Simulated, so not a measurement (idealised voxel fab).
This is a process module. Its name is voxel ribs on slabs.
In the cross-section labelled cut, the width is 295 nm and each square cell is 5 nm.
Cross-section layout: square cells on a grid; listed as bands, top to bottom; a band spans one or more cell rows.
This entry defines a band. It first specifies the height of the band's top and the height of its bottom in nm, and then specifies the band's materials from left to right, stating each material with its width in nm. The word "throughout" identifies a single material that fills the band from edge to edge, while the word "air" identifies empty space.
Heights are measured from 0, the level below which the as-received wafer is all one material; the lowest band has no bottom and continues downward, written as in "0 -> down".
When a width is written as two numbers, as in "30..40", the first number is the width in the top row of cells of the band and the second is the width in its bottom row, and the width changes by the same amount from each row to the next.
"no change occurred" -> step changed no cross-section cell.
You'll see "Completely enclosed voids" listing empty spaces that have no way open to the top, as long as they're 8 cells or more; the notation is width x height at distance, where the distance is from the left edge, and all of it is in nm.
Read whatever lies past the settings on a step's line as the simulator's own remark about the step.
When a step includes a mask, the "overlay nm" setting on its line states how far to the right of its planned place that mask lay, and negative values state how far to the left.
# The steps planned for the process are as follows
- 1: RECEIVE with material Si
- 2: DIRECTIONAL_DEP with material SiO2, thk nm 30
- 3: DIRECTIONAL_DEP with material SiN, thk nm 15
- 4: DIRECTIONAL_DEP with material aC, thk nm 10
- 5: PATTERN with tone cover, mask id RIB, material resist, width nm 20, thk nm 25, overlay nm 0
- 6: DIRECTIONAL_ETCH with etch materials aC, depth nm 10
- 7: STRIP with etch materials resist
- 8: DIRECTIONAL_ETCH with etch materials SiN, depth nm 5
- 9: STRIP with etch materials aC
- 10: PATTERN with tone cover, mask id SLAB, material resist, width nm 70, thk nm 15, overlay nm 0
- 11: DIRECTIONAL_ETCH with etch materials SiN, depth nm 10
- 12: STRIP with etch materials resist
- 13: FILL_DEP with material SiO2, thk nm 20
- 14: CMP with height nm 55
- 15: DIRECTIONAL_DEP with material TiN, thk nm 5
- 16: PATTERN with tone cover, mask id HEATER, material resist, width nm 30, thk nm 15, overlay nm 0
- 17: DIRECTIONAL_ETCH with etch materials TiN, depth nm 5
- 18: STRIP with etch materials resist
- 19: CONFORMAL_DEP with material SiN, thk nm 10
# The cross-section here shows the wafer as received, i.e. in its state after step 1
> 0 -> down: Si throughout
> Completely enclosed voids: none
# a wafer at the end: this start, this plan, one mistake
> 60 -> 55: air (130) | TiN (30) | air (135)
> 55 -> 45: SiO2 throughout
> 45 -> 40: SiO2 (135) | SiN (20) | SiO2 (140)
> 40 -> 30: SiO2 (110) | SiN (70) | SiO2 (115)
> 30 -> 0: SiO2 throughout
> 0 -> down: Si throughout
> Completely enclosed voids: none
Finding, execution versus plan: step 19 of the plan was excluded from execution and never run
